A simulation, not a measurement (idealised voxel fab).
process module | voxel gate over fins
cross-section cut | 160 nm wide | cells 5 nm
A cross-section is a grid of square cells, given in bands from the top down. A band is one or more rows of cells.
Each band's line starts with the height of the band's top and of its bottom, in nm. Then come its materials from left to right, each with its width in nm. One material with "throughout" fills the band from edge to edge. "air" is empty space.
Height 0 is the level under which the wafer as received is all one material. The lowest band goes on downwards, as in "0 down".
A width such as "30 to 40" changes by the same amount from each row of cells to the next, from the band's top row to its bottom row.
"no change" after a step means that no cell of the cross-section changed.
closed voids: empty space of 8 cells or more with no open way to the top, each as width x height at its distance from the left edge, in nm
after a step's settings: what the simulator itself notes on the step
overlay nm, on a step with a mask: how far to the right of its planned place the mask lay; to the left if negative
plan
1 op RECEIVE | material Si
2 op CONFORMAL_DEP | material SiN | thk nm 5
3 op PATTERN | tone cover | mask id FINS | material resist | width nm 15 | pitch nm 50 | thk nm 15 | overlay nm 0
4 op DIRECTIONAL_ETCH | etch materials SiN | depth nm 5
5 op DIRECTIONAL_ETCH | etch materials Si | depth nm 40
6 op STRIP | etch materials resist
7 op FILL_DEP | material SiO2 | thk nm 15
8 op CMP | height nm 5
9 op DIRECTIONAL_DEP | material aC | thk nm 15
10 op PATTERN | tone open | mask id RAIL | material resist | width nm 15 | thk nm 30 | overlay nm 0
11 op DIRECTIONAL_ETCH | etch materials aC | depth nm 15
12 op STRIP | etch materials resist
13 op DIRECTIONAL_ETCH | etch materials SiO2 | depth nm 40
14 op STRIP | etch materials aC
15 op CONFORMAL_DEP | material TiN | thk nm 5
16 op FILL_DEP | material Ru | thk nm 5
17 op CMP | height nm 5
18 op SELECTIVE_ETCH | etch materials W Ru TiN | depth nm 25
19 op FILL_DEP | material SiO2 | thk nm 5
20 op CMP | height nm 5
21 op SELECTIVE_ETCH | etch materials SiO2 | depth nm 15
22 op STRIP | etch materials SiN
23 op CONFORMAL_DEP | material HfO2 | thk nm 5
24 op CONFORMAL_DEP | material TiN | thk nm 5
25 op CONFORMAL_DEP | material TiAl | thk nm 5
26 op CONFORMAL_DEP | material TiN | thk nm 5
27 op FILL_DEP | material W | thk nm 15
28 op CMP | height nm 30
29 op CONFORMAL_DEP | material SiCN | thk nm 10
as received, after step 1
  0 down: Si throughout
  closed voids: none
first wafer at the end, as planned
  40 to 30: SiCN throughout
  30 to 20: W throughout
  20 to 15: TiN 155 | W 5
  15 to 10: TiN 5 | TiAl 45 | TiN 5 | TiAl 45 | TiN 5 | TiAl 45 | TiN 5 | W 5
  10 to 5: TiN 5 | TiAl 5 | TiN 35 | TiAl 5 | TiN 5 | TiAl 5 | TiN 35 | TiAl 5 | TiN 5 | TiAl 5 | TiN 35 | TiAl 5 | TiN 10
  5 to 0: TiAl 10 | TiN 5 | HfO2 25 | TiN 5 | TiAl 15 | TiN 5 | HfO2 25 | TiN 5 | TiAl 15 | TiN 5 | HfO2 25 | TiN 5 | TiAl 15
  0 to -5: TiN 15 | HfO2 5 | Si 15 | HfO2 5 | TiN 25 | HfO2 5 | Si 15 | HfO2 5 | TiN 25 | HfO2 5 | Si 15 | HfO2 5 | TiN 20
  -5 to -10: HfO2 20 | Si 15 | HfO2 35 | Si 15 | HfO2 35 | Si 15 | HfO2 25
  -10 to -20: SiO2 20 | Si 15 | SiO2 35 | Si 15 | SiO2 35 | Si 15 | SiO2 25
  -20 to -30: SiO2 20 | Si 15 | SiO2 10 | TiN 5 | Ru 5 | TiN 5 | SiO2 10 | Si 15 | SiO2 35 | Si 15 | SiO2 25
  -30 to -35: SiO2 20 | Si 15 | SiO2 10 | TiN 15 | SiO2 10 | Si 15 | SiO2 35 | Si 15 | SiO2 25
  -35 to -40: SiO2 20 | Si 15 | SiO2 35 | Si 15 | SiO2 35 | Si 15 | SiO2 25
  -40 down: Si throughout
  closed voids: none
second wafer at the end: like start, like plan, one mistake
  40 to 30: SiCN throughout
  30 to 20: W throughout
  20 to 15: TiN 155 | W 5
  15 to 10: TiN 5 | TiAl 45 | TiN 5 | TiAl 45 | TiN 5 | TiAl 45 | TiN 5 | W 5
  10 to 5: TiN 5 | TiAl 5 | TiN 35 | TiAl 5 | TiN 5 | TiAl 5 | TiN 35 | TiAl 5 | TiN 5 | TiAl 5 | TiN 35 | TiAl 5 | TiN 5 | W 5
  5 to 0: TiN 5 | TiAl 5 | TiN 5 | HfO2 25 | TiN 5 | TiAl 5 | TiN 5 | TiAl 5 | TiN 5 | HfO2 25 | TiN 5 | TiAl 5 | TiN 5 | TiAl 5 | TiN 5 | HfO2 25 | TiN 5 | TiAl 5 | TiN 5 | W 5
  0 to -20: TiN 5 | TiAl 5 | TiN 5 | HfO2 5 | Si 15 | HfO2 5 | TiN 5 | TiAl 5 | TiN 5 | TiAl 5 | TiN 5 | HfO2 5 | Si 15 | HfO2 5 | TiN 5 | TiAl 5 | TiN 5 | TiAl 5 | TiN 5 | HfO2 5 | Si 15 | HfO2 5 | TiN 5 | TiAl 5 | TiN 5 | W 5
  -20 to -25: TiN 5 | TiAl 5 | TiN 5 | HfO2 5 | Si 15 | HfO2 5 | TiN 5 | TiAl 5 | TiN 5 | TiAl 5 | TiN 5 | HfO2 5 | Si 15 | HfO2 5 | TiN 5 | TiAl 5 | TiN 5 | TiAl 5 | TiN 5 | HfO2 5 | Si 15 | HfO2 5 | TiN 5 | TiAl 5 | TiN 10
  -25 to -30: TiAl 10 | TiN 5 | HfO2 5 | Si 15 | HfO2 5 | TiN 5 | TiAl 15 | TiN 5 | HfO2 5 | Si 15 | HfO2 5 | TiN 5 | TiAl 15 | TiN 5 | HfO2 5 | Si 15 | HfO2 5 | TiN 5 | TiAl 15
  -30 to -35: TiN 15 | HfO2 5 | Si 15 | HfO2 5 | TiN 25 | HfO2 5 | Si 15 | HfO2 5 | TiN 25 | HfO2 5 | Si 15 | HfO2 5 | TiN 20
  -35 to -40: HfO2 20 | Si 15 | HfO2 35 | Si 15 | HfO2 35 | Si 15 | HfO2 25
  -40 down: Si throughout
  closed voids: none
what went wrong: step 7 ran as: op FILL_DEP | material SiN | thk nm 15
at the end the second wafer has, in cells: 36 more of HfO2 | 2 fewer of Ru | 129 fewer of SiO2 | 36 more of TiAl | 53 more of TiN | 6 more of W
